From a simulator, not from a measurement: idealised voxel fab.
Herein follows the process module entitled voxel self aligned contacts.
It is cross-section cut that appears here, measuring 200 nm in width, its square cells being 5 nm in size.
Cross-section, as written here: a square-cell grid given band by band from the top down, where a band holds one or more rows of cells. Within each band entry, the heights of the top and of the bottom of the band appear first, in that order and in nm; the materials of the band then follow from left to right, each with its corresponding width in nm. The designation "everywhere" on a single material indicates that it fills the band from edge to edge; the designation "empty" indicates empty space. We count height from 0. Below that, the starting wafer is all one material. The lowest band never ends at the bottom but goes on down; see "0 and below" for how that is written. Top row gets the first number, bottom row gets the second, and each row in between changes by the same step: that is how a band width like "30 to 40" works. You'll sometimes find "nothing altered" written for a step, and that's the way of saying that nowhere in the cross-section did a cell change during that step. Empty spaces counting at least 8 cells and having no open way to the top are listed in "Enclosed internal voids". The notation width x height at distance is used for each, the distance being from the left edge and all three values in nm. Heads up: the bit after the settings on a step's line is the simulator's remark on that step. overlay nm: right-of-plan distance of the mask on a masked step; negative values mean left-of-plan.

Process steps - plan:
1,RECEIVE,material Si
2,OXIDIZE,depth nm 5
3,DIRECTIONAL_DEP,material polySi,thk nm 30
4,DIRECTIONAL_DEP,material SiN,thk nm 20
5,DIRECTIONAL_DEP,material aC,thk nm 15
6,PATTERN,tone cover,mask id GATE,material resist,width nm 15,pitch nm 60,thk nm 35,overlay nm 0
7,DIRECTIONAL_ETCH,etch materials aC,depth nm 15
8,STRIP,etch materials resist
9,DIRECTIONAL_ETCH,etch materials SiN,depth nm 20
10,DIRECTIONAL_ETCH,etch materials polySi,depth nm 30
11,STRIP,etch materials aC
12,CONFORMAL_DEP,material SiN,thk nm 10
13,DIRECTIONAL_ETCH,etch materials SiN,depth nm 10
14,FILL_DEP,material SiO2,thk nm 20
15,CMP,height nm 60
16,PATTERN,tone open,mask id CONTACT,material resist,width nm 45,pitch nm 60,thk nm 15,overlay nm 0
17,DIRECTIONAL_ETCH,etch materials SiO2,depth nm 65
18,STRIP,etch materials resist
19,CONFORMAL_DEP,material TiN,thk nm 5
20,FILL_DEP,material Ru,thk nm 10
21,CMP,height nm 60
22,CONFORMAL_DEP,material SiCN,thk nm 5
The width nm used in step 6 is not the same on every wafer, whereas the starting condition is; the value printed in the plan is the first wafer's.

Cut through the first of several wafers as received, post step 1:
- 0 and below: Si everywhere
- Enclosed internal voids: none

Row per wafer, end-of-module: cell gain (+)/loss (-) by material since the wafer came in, then closed voids:
width nm 15 | +80 Ru | -40 Si | +40 SiCN | +156 SiN | +164 SiO2 | +66 TiN | +54 polySi | Enclosed internal voids: none
width nm 20 | +58 Ru | -40 Si | +40 SiCN | +168 SiN | +156 SiO2 | +66 TiN | +72 polySi | Enclosed internal voids: none
width nm 25 | +36 Ru | -40 Si | +40 SiCN | +180 SiN | +148 SiO2 | +66 TiN | +90 polySi | Enclosed internal voids: none
width nm 30 | +14 Ru | -40 Si | +40 SiCN | +192 SiN | +140 SiO2 | +66 TiN | +108 polySi | Enclosed internal voids: none
width nm 35 | +14 Ru | -40 Si | +40 SiCN | +204 SiN | +132 SiO2 | +44 TiN | +126 polySi | Enclosed internal voids: none
width nm 40 | +14 Ru | -40 Si | +40 SiCN | +216 SiN | +124 SiO2 | +22 TiN | +144 polySi | Enclosed internal voids: none
